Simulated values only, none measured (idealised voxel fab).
A process module follows: voxel air gaps.
Cross-sectional view cut (width: 195 nm; square cell size: 5 nm).
Cross-sections here: square-cell grids, written as top-down lists of bands, a band being one or more rows of cells.
Basically the band line says how high the top is and how high the bottom is, in nm, and then what's in it from left to right, every material with its width in nm. Empty space shows up as "empty", and if a single material carries "all across" it runs the full band edge to edge.
For the purposes of this specification, 0 denotes the height below which the wafer in its as-received condition is composed wholly of one material, and the lowermost band, lacking a lower limit, extends downward without end, as expressed in "0 and below".
Top row gets the first number, bottom row gets the second, and each row in between changes by the same step: that is how a band width like "30->40" works.
Given "no change" for a step, no cell of the cross-section differs between before and after that step.
Basically, "Completely sealed voids" tells you about the enclosed voids: empty spaces with no open way to the top, 8 cells or bigger, each written width x height at distance, where distance is from the left edge, all in nm.
What comes after the settings on a step's line is commentary from the simulator itself on that step.
The "overlay nm" setting may appear on a step's line; for a step that uses a mask, it gives how far to the right of its planned position the mask lay, and a negative value indicates the left.
**Planned step list for the process**
| 1 | RECEIVE | material Si |
| 2 | CONFORMAL_DEP | material SiO2 | thk nm 10 |
| 3 | CONFORMAL_DEP | material SiN | thk nm 5 |
| 4 | DIRECTIONAL_DEP | material lowk | thk nm 35 |
| 5 | DIRECTIONAL_DEP | material aC | thk nm 15 |
| 6 | PATTERN | tone open | mask id LINES | material resist | width nm 15 | pitch nm 45 | thk nm 30 | overlay nm 0 |
| 7 | DIRECTIONAL_ETCH | etch materials aC | depth nm 15 |
| 8 | STRIP | etch materials resist |
| 9 | DIRECTIONAL_ETCH | etch materials lowk | depth nm 35 |
| 10 | STRIP | etch materials aC |
| 11 | CONFORMAL_DEP | material TiN | thk nm 5 |
| 12 | FILL_DEP | material Cu | thk nm 5 |
| 13 | CMP | height nm 50 |
| 14 | EPI | material Ru | thk nm 10 |
| 15 | SELECTIVE_ETCH | etch materials lowk | depth nm 45 |
| 16 | CONFORMAL_DEP | material SiN | thk nm 5 |
**Incoming wafer, cross-sectional view, post step 1**
    0 and below  Si all across
    Completely sealed voids: none
**First of two wafers: cross-section at end of module, run per plan**
    65 down to 60  empty (30), SiN (135), empty (30)
    60 down to 50  empty (30), SiN (5), Ru (35), SiN (10), Ru (35), SiN (10), Ru (35), SiN (5), empty (30)
    50 down to 45  empty (30), SiN (15), TiN (5), Cu (5), TiN (5), SiN (30), TiN (5), Cu (5), TiN (5), SiN (30), TiN (5), Cu (5), TiN (5), SiN (15), empty (30)
    45 down to 20  empty (40), SiN (5), TiN (5), Cu (5), TiN (5), SiN (5), empty (20), SiN (5), TiN (5), Cu (5), TiN (5), SiN (5), empty (20), SiN (5), TiN (5), Cu (5), TiN (5), SiN (5), empty (40)
    20 down to 15  SiN (45), TiN (15), SiN (30), TiN (15), SiN (30), TiN (15), SiN (45)
    15 down to 10  SiN all across
    10 down to 0  SiO2 all across
    0 and below  Si all across
    Completely sealed voids: 20 x 25 at 65; 20 x 25 at 110
**Here is the second of the two wafers cut open at the end of the module - same start, same plan as the first one, but we made one mistake running it**
    60 down to 50  empty (35), Ru (35), empty (10), Ru (35), empty (10), Ru (35), empty (35)
    50 down to 20  empty (45), TiN (5), Cu (5), TiN (5), empty (30), TiN (5), Cu (5), TiN (5), empty (30), TiN (5), Cu (5), TiN (5), empty (45)
    20 down to 15  empty (45), TiN (15), empty (30), TiN (15), empty (30), TiN (15), empty (45)
    15 down to 10  SiN all across
    10 down to 0  SiO2 all across
    0 and below  Si all across
    Completely sealed voids: none
Deviation noted in wafer processing: it should be noted that step 16 of the plan was omitted and was not performed
End check, counted in cells, second wafer has more or fewer of these materials than the first: 117 fewer of SiN
In the final state there are 2 closed voids in the first wafer, compared with 0 in the second wafer.
